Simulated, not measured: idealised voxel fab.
Process module name: voxel ribs on slabs
Displayed cross-section: cut, width of 230 nm, square cells sized 5 nm.
Reading order for cross-sections: top band down to bottom band. Underlying form: a grid of square cells. Band size: one or more rows of cells.
Each band's line starts with the height of the band's top and of its bottom, in nm. Then come its materials from left to right, each with its width in nm. One material with "all across" fills the band from edge to edge. "empty" is empty space.
A quick word on heights: they are counted from 0, and under that level the wafer as it came to us is one material throughout. The lowest band is different from the rest in having no bottom; it simply continues downward, written as in "top 0, no bottom".
A width given as "30..40" starts at the first number in the band's top row and ends at the second number in its bottom row, shifting by an equal amount at every step from row to row.
Key: "identical to before" - step with no changed cell in the cross-section.
"Sealed-off cavities" means: voids of 8 cells or more that are shut off from the top with no open way through. Written width x height at distance, distance from the left edge, in nm.
Past the settings on a step's line: simulator remark, on that step.
overlay nm: right-of-plan distance of the mask on a masked step; negative values mean left-of-plan.
**Steps planned for the process**
1) RECEIVE,material Si
2) DIRECTIONAL_DEP,material SiO2,thk nm 20
3) DIRECTIONAL_DEP,material polySi,thk nm 25
4) MASKED_ETCH,tone cover,mask id RIB,width nm 20,etch materials polySi,depth nm 20,overlay nm 0
5) DIRECTIONAL_DEP,material aC,thk nm 15
6) PATTERN,tone cover,mask id SLAB,material resist,width nm 70,thk nm 35,overlay nm 0
7) DIRECTIONAL_ETCH,etch materials aC,depth nm 15
8) STRIP,etch materials resist
9) DIRECTIONAL_ETCH,etch materials polySi,depth nm 5
10) STRIP,etch materials aC
11) FILL_DEP,material SiO2,thk nm 20
12) CMP,height nm 55
13) DIRECTIONAL_DEP,material W,thk nm 10
14) DIRECTIONAL_DEP,material aC,thk nm 10
15) PATTERN,tone cover,mask id HEATER,material resist,width nm 30,thk nm 30,overlay nm 0
16) DIRECTIONAL_ETCH,etch materials aC,depth nm 10
17) STRIP,etch materials resist
18) DIRECTIONAL_ETCH,etch materials W,depth nm 10
19) STRIP,etch materials aC
20) CONFORMAL_DEP,material SiO2,thk nm 5
**First of two wafers: run as planned**
**Cross-section: wafer on arrival = after step 1**
    top 0, no bottom  Si all across
    Sealed-off cavities: none
**After step 2: wafer cross-section**
    top 20, bottom 0  SiO2 all across
    Under the height 0 nothing was changed.
**After step 3: wafer cross-section**
    top 45, bottom 20  polySi all across
    Under the height 20 nothing was changed.
**After step 4: wafer cross-section**
    top 45, bottom 25  empty=105 | polySi=20 | empty=105
    Under the height 25 nothing was changed.
**After step 5: wafer cross-section**
    top 60, bottom 45  empty=105 | aC=20 | empty=105
    top 45, bottom 40  empty=105 | polySi=20 | empty=105
    top 40, bottom 25  aC=105 | polySi=20 | aC=105
    Under the height 25 nothing was changed.
**After step 6: wafer cross-section**
    top 95, bottom 60  empty=80 | resist=70 | empty=80
    top 60, bottom 45  empty=80 | resist=25 | aC=20 | resist=25 | empty=80
    top 45, bottom 40  empty=80 | resist=25 | polySi=20 | resist=25 | empty=80
    Under the height 40 nothing was changed.
**After step 7: wafer cross-section**
    top 80, bottom 60  empty=80 | resist=70 | empty=80
    top 60, bottom 45  empty=80 | resist=25 | aC=20 | resist=25 | empty=80
    top 45, bottom 40  empty=80 | resist=25 | polySi=20 | resist=25 | empty=80
    top 40, bottom 25  empty=80 | aC=25 | polySi=20 | aC=25 | empty=80
    Under the height 25 nothing was changed.
**After step 8: wafer cross-section**
    top 60, bottom 45  empty=105 | aC=20 | empty=105
    top 45, bottom 40  empty=105 | polySi=20 | empty=105
    Under the height 40 nothing was changed.
**After step 9: wafer cross-section**
    top 60, bottom 45  empty=105 | aC=20 | empty=105
    top 45, bottom 40  empty=105 | polySi=20 | empty=105
    top 40, bottom 25  empty=80 | aC=25 | polySi=20 | aC=25 | empty=80
    top 25, bottom 20  empty=80 | polySi=70 | empty=80
    Under the height 20 nothing was changed.
**After step 10: wafer cross-section**
    top 45, bottom 25  empty=105 | polySi=20 | empty=105
    Under the height 25 nothing was changed.
**After step 11: wafer cross-section**
    top 65, bottom 45  SiO2 all across
    top 45, bottom 25  SiO2=105 | polySi=20 | SiO2=105
    top 25, bottom 20  SiO2=80 | polySi=70 | SiO2=80
    Under the height 20 nothing was changed.
**After step 12: wafer cross-section**
    top 55, bottom 45  SiO2 all across
    Under the height 45 nothing was changed.
**After step 13: wafer cross-section**
    top 65, bottom 55  W all across
    Under the height 55 nothing was changed.
**After step 14: wafer cross-section**
    top 75, bottom 65  aC all across
    Under the height 65 nothing was changed.
**After step 15: wafer cross-section**
    top 105, bottom 75  empty=100 | resist=30 | empty=100
    Under the height 75 nothing was changed.
**After step 16: wafer cross-section**
    top 95, bottom 75  empty=100 | resist=30 | empty=100
    top 75, bottom 65  empty=100 | aC=30 | empty=100
    Under the height 65 nothing was changed.
**After step 17: wafer cross-section**
    top 75, bottom 65  empty=100 | aC=30 | empty=100
    Under the height 65 nothing was changed.
**After step 18: wafer cross-section**
    top 75, bottom 65  empty=100 | aC=30 | empty=100
    top 65, bottom 55  empty=100 | W=30 | empty=100
    Under the height 55 nothing was changed.
**After step 19: wafer cross-section**
    top 65, bottom 55  empty=100 | W=30 | empty=100
    Under the height 55 nothing was changed.
**After step 20: wafer cross-section**
    top 70, bottom 65  empty=95 | SiO2=40 | empty=95
    top 65, bottom 60  empty=95 | SiO2=5 | W=30 | SiO2=5 | empty=95
    top 60, bottom 55  SiO2=100 | W=30 | SiO2=100
    Under the height 55 nothing was changed.
**Here the second wafer is described. Its start and its plan were those of the first wafer. Its run contained one mistake. Up to and including step 1, it did exactly what the first wafer did**
**The second wafer cut through, at the time step 2 was supposed to be finished**
    top 40, bottom 0  SiO2 all across
    Under the height 0 nothing was changed.
**The second wafer cut through, at the time step 3 was supposed to be finished**
    top 65, bottom 40  polySi all across
    Under the height 40 nothing was changed.
**The second wafer cut through, at the time step 4 was supposed to be finished**
    top 65, bottom 45  empty=105 | polySi=20 | empty=105
    Under the height 45 nothing was changed.
**The second wafer cut through, at the time step 5 was supposed to be finished**
    top 80, bottom 65  empty=105 | aC=20 | empty=105
    top 65, bottom 60  empty=105 | polySi=20 | empty=105
    top 60, bottom 45  aC=105 | polySi=20 | aC=105
    Under the height 45 nothing was changed.
**The second wafer cut through, at the time step 6 was supposed to be finished**
    top 115, bottom 80  empty=80 | resist=70 | empty=80
    top 80, bottom 65  empty=80 | resist=25 | aC=20 | resist=25 | empty=80
    top 65, bottom 60  empty=80 | resist=25 | polySi=20 | resist=25 | empty=80
    Under the height 60 nothing was changed.
**The second wafer cut through, at the time step 7 was supposed to be finished**
    top 100, bottom 80  empty=80 | resist=70 | empty=80
    top 80, bottom 65  empty=80 | resist=25 | aC=20 | resist=25 | empty=80
    top 65, bottom 60  empty=80 | resist=25 | polySi=20 | resist=25 | empty=80
    top 60, bottom 45  empty=80 | aC=25 | polySi=20 | aC=25 | empty=80
    Under the height 45 nothing was changed.
**The second wafer cut through, at the time step 8 was supposed to be finished**
    top 80, bottom 65  empty=105 | aC=20 | empty=105
    top 65, bottom 60  empty=105 | polySi=20 | empty=105
    Under the height 60 nothing was changed.
**The second wafer cut through, at the time step 9 was supposed to be finished**
    top 80, bottom 65  empty=105 | aC=20 | empty=105
    top 65, bottom 60  empty=105 | polySi=20 | empty=105
    top 60, bottom 45  empty=80 | aC=25 | polySi=20 | aC=25 | empty=80
    top 45, bottom 40  empty=80 | polySi=70 | empty=80
    Under the height 40 nothing was changed.
**The second wafer cut through, at the time step 10 was supposed to be finished**
    top 65, bottom 45  empty=105 | polySi=20 | empty=105
    Under the height 45 nothing was changed.
**The second wafer cut through, at the time step 11 was supposed to be finished**
    top 85, bottom 65  SiO2 all across
    top 65, bottom 45  SiO2=105 | polySi=20 | SiO2=105
    top 45, bottom 40  SiO2=80 | polySi=70 | SiO2=80
    Under the height 40 nothing was changed.
**The second wafer cut through, at the time step 12 was supposed to be finished**
    top 55, bottom 45  SiO2=105 | polySi=20 | SiO2=105
    Under the height 45 nothing was changed.
**The second wafer cut through, at the time step 13 was supposed to be finished**
    top 65, bottom 55  W all across
    Under the height 55 nothing was changed.
**The second wafer cut through, at the time step 14 was supposed to be finished**
    top 75, bottom 65  aC all across
    Under the height 65 nothing was changed.
**The second wafer cut through, at the time step 15 was supposed to be finished**
    top 105, bottom 75  empty=100 | resist=30 | empty=100
    Under the height 75 nothing was changed.
**The second wafer cut through, at the time step 16 was supposed to be finished**
    top 95, bottom 75  empty=100 | resist=30 | empty=100
    top 75, bottom 65  empty=100 | aC=30 | empty=100
    Under the height 65 nothing was changed.
**The second wafer cut through, at the time step 17 was supposed to be finished**
    top 75, bottom 65  empty=100 | aC=30 | empty=100
    Under the height 65 nothing was changed.
**The second wafer cut through, at the time step 18 was supposed to be finished**
    top 75, bottom 65  empty=100 | aC=30 | empty=100
    top 65, bottom 55  empty=100 | W=30 | empty=100
    Under the height 55 nothing was changed.
**The second wafer cut through, at the time step 19 was supposed to be finished**
    top 65, bottom 55  empty=100 | W=30 | empty=100
    Under the height 55 nothing was changed.
**The second wafer cut through, at the time step 20 was supposed to be finished**
    top 70, bottom 65  empty=95 | SiO2=40 | empty=95
    top 65, bottom 60  empty=95 | SiO2=5 | W=30 | SiO2=5 | empty=95
    top 60, bottom 55  SiO2=100 | W=30 | SiO2=100
    Under the height 55 nothing was changed.
Run error: plan step 2 was conducted twice
FYI, end of process, the second wafer has more or fewer cells of some materials than the first: +8 SiO2 | -8 polySi
